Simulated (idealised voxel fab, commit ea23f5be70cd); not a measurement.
voxel tone inversion: a process module
This is section cut - it's 140 nm across, gridded in 5 nm square cells.
This document writes a cross-section as a grid whose cells are square, and gives it as bands, listed from the top down; one or more rows of cells form a band.
Read a band's entry like this: the first values are the height of its top and the height of its bottom in nm, and what follows is the sequence of materials from left to right, each with its width in nm. Note that "empty" is empty space, and that a single material marked "throughout" reaches across the band from edge to edge.
Height datum 0, below which the as-received substrate wafer is one material. Lowest band open at the bottom, running downward: "from 0 down".
Graded width ("30..40"): value in top row of band = first number; value in bottom row = second number; row-to-row change constant.
You'll sometimes find "no modification" written for a step, and that's the way of saying that nowhere in the cross-section did a cell change during that step.
Heads up: "Voids, fully enclosed" only lists the empty pockets with no open path to the top that are 8 cells or more, and it writes them as width x height at distance, distance from the left edge, in nm.
Past the settings on a step's line: simulator remark, on that step.
overlay nm: mask right of planned place by this much (step with mask). Neg. = left.

## Here's what the planned process steps look like
| 1 | RECEIVE | material Si |
| 2 | CONFORMAL_DEP | material SiCN | thk nm 10 |
| 3 | DIRECTIONAL_DEP | material polySi | thk nm 15 |
| 4 | PATTERN | tone cover | mask id POSTS | material resist | width nm 20 | pitch nm 50 | thk nm 25 | overlay nm 0 |
| 5 | DIRECTIONAL_ETCH | etch materials polySi | depth nm 15 |
| 6 | STRIP | etch materials resist |
| 7 | FILL_DEP | material SiO2 | thk nm 5 |
| 8 | CMP | height nm 25 |
| 9 | STRIP | etch materials polySi |

## first wafer, as planned

## As received (post step 1): cross-section
    from 0 down  Si throughout
    Voids, fully enclosed: none

## Sectional view: wafer, after step 2
    from 10 to 0  SiCN throughout
    below 0: unchanged

## Sectional view: wafer, after step 3
    from 25 to 10  polySi throughout
    below 10: unchanged

## Sectional view: wafer, after step 4
    from 50 to 25  empty (35), resist (20), empty (30), resist (20), empty (35)
    below 25: unchanged

## Sectional view: wafer, after step 5
    from 50 to 25  empty (35), resist (20), empty (30), resist (20), empty (35)
    from 25 to 10  empty (35), polySi (20), empty (30), polySi (20), empty (35)
    below 10: unchanged

## Sectional view: wafer, after step 6
    from 25 to 10  empty (35), polySi (20), empty (30), polySi (20), empty (35)
    below 10: unchanged

## Sectional view: wafer, after step 7
    from 30 to 25  SiO2 throughout
    from 25 to 10  SiO2 (35), polySi (20), SiO2 (30), polySi (20), SiO2 (35)
    below 10: unchanged

## Sectional view: wafer, after step 8
    from 25 to 10  SiO2 (35), polySi (20), SiO2 (30), polySi (20), SiO2 (35)
    below 10: unchanged

## Sectional view: wafer, after step 9
    from 25 to 10  SiO2 (35), empty (20), SiO2 (30), empty (20), SiO2 (35)
    below 10: unchanged

## second wafer: like start, like plan, one mistake. Through step 6 it matches the first wafer

## Cross-sectional view of the second wafer at the intended end time of process step 7
    from 35 to 25  SiO2 throughout
    from 25 to 10  SiO2 (35), polySi (20), SiO2 (30), polySi (20), SiO2 (35)
    below 10: unchanged

## Cross-sectional view of the second wafer at the intended end time of process step 8
    from 25 to 10  SiO2 (35), polySi (20), SiO2 (30), polySi (20), SiO2 (35)
    below 10: unchanged

## Cross-sectional view of the second wafer at the intended end time of process step 9
    from 25 to 10  SiO2 (35), empty (20), SiO2 (30), empty (20), SiO2 (35)
    below 10: unchanged
Diagnosis: plan step 7 was conducted twice
at the end the two cross-sections are the same: no effect in what this model computes
